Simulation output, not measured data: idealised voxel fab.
This is a process module. Its name is voxel ribs on slabs.
Square cell edge 5 nm, section width 170 nm, ID cut.
Notation: cross-section as square-cell grid; stated in bands, top first, going down; one or more cell rows per band. Top, bottom (nm), then materials left to right with widths (nm); lone material tagged "throughout" fills the whole band edge to edge; "empty" = empty space. Counting heights begins at 0, where everything beneath is, in the wafer as received, one material. The lowest band has no bottom; it goes on downwards, as "0 -> down" shows. The notation "30 to 40" denotes a width that varies across the rows of cells in the band, beginning at the first number in the top row, finishing at the second number in the bottom row, and changing by an identical amount from each row to the next. What does "no modifications" mean for a step? It means no cell of the cross-section changed in that step. You'll see "Closed void register" listing empty spaces that have no way open to the top, as long as they're 8 cells or more; the notation is width x height at distance, where the distance is from the left edge, and all of it is in nm. Post-settings text on a step line: simulator's own remark regarding the step. You can add "overlay nm" to a step's line. For a step with a mask, it describes how far the mask lay to the right of its planned position, and a negative number describes a lay to the left.

Planned step list for the process:
| 1 | RECEIVE with material Si |
| 2 | DIRECTIONAL_DEP with material SiO2, thk nm 30 |
| 3 | DIRECTIONAL_DEP with material polySi, thk nm 25 |
| 4 | MASKED_ETCH with tone cover, mask id RIB, width nm 30, etch materials polySi, depth nm 15, overlay nm 0 |
| 5 | DIRECTIONAL_DEP with material aC, thk nm 10 |
| 6 | PATTERN with tone cover, mask id SLAB, material resist, width nm 70, thk nm 25, overlay nm 0 |
| 7 | DIRECTIONAL_ETCH with etch materials aC, depth nm 10 |
| 8 | STRIP with etch materials resist |
| 9 | DIRECTIONAL_ETCH with etch materials polySi, depth nm 10 |
| 10 | STRIP with etch materials aC |
| 11 | FILL_DEP with material SiO2, thk nm 15 |
| 12 | CMP with height nm 65 |
| 13 | DIRECTIONAL_DEP with material TiN, thk nm 10 |
| 14 | PATTERN with tone cover, mask id HEATER, material resist, width nm 40, thk nm 15, overlay nm 0 |
| 15 | DIRECTIONAL_ETCH with etch materials TiN, depth nm 10 |
| 16 | STRIP with etch materials resist |
| 17 | CONFORMAL_DEP with material SiO2, thk nm 10 |
Keep in mind the plan's value for the width nm of step 6 comes from the first wafer; the wafers don't share that setting, but they do share the same starting point.

The first of several wafers as received, shown in cross-section; this is its state after step 1:
	0 -> down: Si throughout
	Closed void register: none

Per wafer (row), end of module: delta in cells per material since receipt, (+) for gained, (-) for lost; closed voids after that:
width nm 70; +472 SiO2; +16 TiN; +46 polySi; Closed void register: none
width nm 75; +470 SiO2; +16 TiN; +48 polySi; Closed void register: none
width nm 80; +468 SiO2; +16 TiN; +50 polySi; Closed void register: none
width nm 85; +466 SiO2; +16 TiN; +52 polySi; Closed void register: none
width nm 90; +464 SiO2; +16 TiN; +54 polySi; Closed void register: none
width nm 95; +462 SiO2; +16 TiN; +56 polySi; Closed void register: none
